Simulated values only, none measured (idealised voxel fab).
Process module in this document: voxel capacitor over wiring
Square cell edge 5 nm, section width 190 nm, ID cut.
Cross-section layout: square cells on a grid; listed as bands, top to bottom; a band spans one or more cell rows.
A band entry consists of two parts. The first gives the height of the band's top and the height of its bottom, in nm. The rest lists the band's materials from left to right, each with its width in nm. A single material labelled with the word "everywhere" fills the band from edge to edge, and the word "empty" marks empty space.
Heights are measured from 0, the level below which the as-received wafer is all one material; the lowest band has no bottom and continues downward, written as in "0 and below".
You'd read "30->40" like this: the band's top row of cells is as wide as the first number, its bottom row is as wide as the second, and going down, every row changes width by the same amount as the row before did.
Key: "no modification" - step with no changed cell in the cross-section.
"Sealed voids" lists enclosed empty spaces (at least 8 cells, no open path upward to the top), each as width x height at distance from the left edge, in nm.
Formally, on a step line, whatever follows the settings is a remark that the simulator itself makes on the step.
The optional step-line setting "overlay nm" applies to steps with a mask and quantifies how far to the right of its planned location the mask lay, a negative value indicating leftward placement.

### Here's what the planned process steps look like
1: RECEIVE, material Si
2: CONFORMAL_DEP, material SiO2, thk nm 10
3: CONFORMAL_DEP, material SiCN, thk nm 5
4: DIRECTIONAL_DEP, material SiO2, thk nm 20
5: MASKED_ETCH, tone open, mask id METAL_1, width nm 25, pitch nm 75, etch materials SiO2, depth nm 20, overlay nm 0
6: MASKED_ETCH, tone open, mask id METAL_1, width nm 25, pitch nm 75, etch materials SiCN, depth nm 5, overlay nm 0
7: CONFORMAL_DEP, material TiN, thk nm 5
8: FILL_DEP, material Ru, thk nm 10
9: CMP, height nm 35
10: CONFORMAL_DEP, material SiCN, thk nm 5
11: DIRECTIONAL_DEP, material SiO2, thk nm 20
12: PATTERN, tone open, mask id PLUG_1, material resist, width nm 15, thk nm 15, overlay nm 0
13: DIRECTIONAL_ETCH, etch materials SiO2, depth nm 20
14: DIRECTIONAL_ETCH, etch materials SiCN, depth nm 5
15: STRIP, etch materials resist
16: EPI, material Ru, thk nm 10
17: EPI, material Ru, thk nm 10
18: EPI, material Ru, thk nm 5
19: DIRECTIONAL_DEP, material TiN, thk nm 5
20: DIRECTIONAL_DEP, material SiN, thk nm 5
21: DIRECTIONAL_DEP, material TiN, thk nm 10
22: DIRECTIONAL_DEP, material aC, thk nm 10
23: PATTERN, tone cover, mask id UPPER_PLATE, material resist, width nm 55, thk nm 30, overlay nm 0
24: DIRECTIONAL_ETCH, etch materials aC, depth nm 10
25: STRIP, etch materials resist
26: DIRECTIONAL_ETCH, etch materials TiN, depth nm 10
27: DIRECTIONAL_ETCH, etch materials SiN, depth nm 5
28: STRIP, etch materials aC
29: DIRECTIONAL_DEP, material aC, thk nm 10
30: PATTERN, tone cover, mask id LOWER_PLATE, material resist, width nm 65, thk nm 30, overlay nm 0
31: DIRECTIONAL_ETCH, etch materials aC, depth nm 10
32: STRIP, etch materials resist
33: DIRECTIONAL_ETCH, etch materials TiN, depth nm 5
34: STRIP, etch materials aC
35: FILL_DEP, material SiO2, thk nm 20
36: CMP, height nm 95
37: MASKED_ETCH, tone open, mask id PLUG_2, width nm 15, etch materials SiO2, depth nm 15, overlay nm 0
38: CONFORMAL_DEP, material TiN, thk nm 5
39: FILL_DEP, material Ru, thk nm 5
40: CMP, height nm 95
41: CONFORMAL_DEP, material SiN, thk nm 5

### Received-state cross-section, reflecting completion of step 1
* 0 and below = Si everywhere
* Sealed voids: none

### Cross-sectional image of the first of two wafers at the end of the module, the run having proceeded as planned
* 100 down to 95 = SiN everywhere
* 95 down to 85 = 65 SiO2  5 TiN  5 Ru  5 TiN  110 SiO2
* 85 down to 80 = 65 SiO2  15 TiN  110 SiO2
* 80 down to 70 = 55 SiO2  55 TiN  80 SiO2
* 70 down to 65 = 55 SiO2  55 SiN  80 SiO2
* 65 down to 60 = 50 SiO2  65 TiN  75 SiO2
* 60 down to 40 = 55 SiO2  15 Ru  120 SiO2
* 40 down to 35 = 55 SiCN  15 Ru  120 SiCN
* 35 down to 15 = 45 SiO2  5 TiN  15 Ru  5 TiN  50 SiO2  5 TiN  15 Ru  5 TiN  45 SiO2
* 15 down to 10 = 45 SiCN  25 TiN  50 SiCN  25 TiN  45 SiCN
* 10 down to 0 = SiO2 everywhere
* 0 and below = Si everywhere
* Sealed voids: none

### Cross-section at end of module for the second wafer of two, which matched the first in starting point and plan and differed by one mistake in its processing
* 100 down to 95 = SiN everywhere
* 95 down to 90 = 65 SiO2  5 TiN  5 Ru  5 TiN  110 SiO2
* 90 down to 85 = 65 SiO2  15 TiN  110 SiO2
* 85 down to 80 = 55 SiO2  5 TiN  5 SiO2  45 TiN  80 SiO2
* 80 down to 75 = 55 SiO2  55 TiN  80 SiO2
* 75 down to 70 = 55 SiO2  5 SiN  5 TiN  45 SiN  80 SiO2
* 70 down to 65 = 60 Ru  5 SiN  125 Ru
* 65 down to 60 = 55 TiN  15 Ru  120 TiN
* 60 down to 55 = 55 SiO2  15 TiN  120 SiO2
* 55 down to 40 = 55 SiO2  15 Ru  120 SiO2
* 40 down to 35 = 55 SiCN  15 Ru  120 SiCN
* 35 down to 15 = 45 SiO2  5 TiN  15 Ru  5 TiN  50 SiO2  5 TiN  15 Ru  5 TiN  45 SiO2
* 15 down to 10 = 45 SiCN  25 TiN  50 SiCN  25 TiN  45 SiCN
* 10 down to 0 = SiO2 everywhere
* 0 and below = Si everywhere
* Sealed voids: none
Run error: ran 18 and 19 in swapped order versus the plan
Bottom line after processing is that, in cells, the second wafer is up or down on some materials versus the first: Ru: 36 more; SiO2: 59 fewer; TiN: 23 more
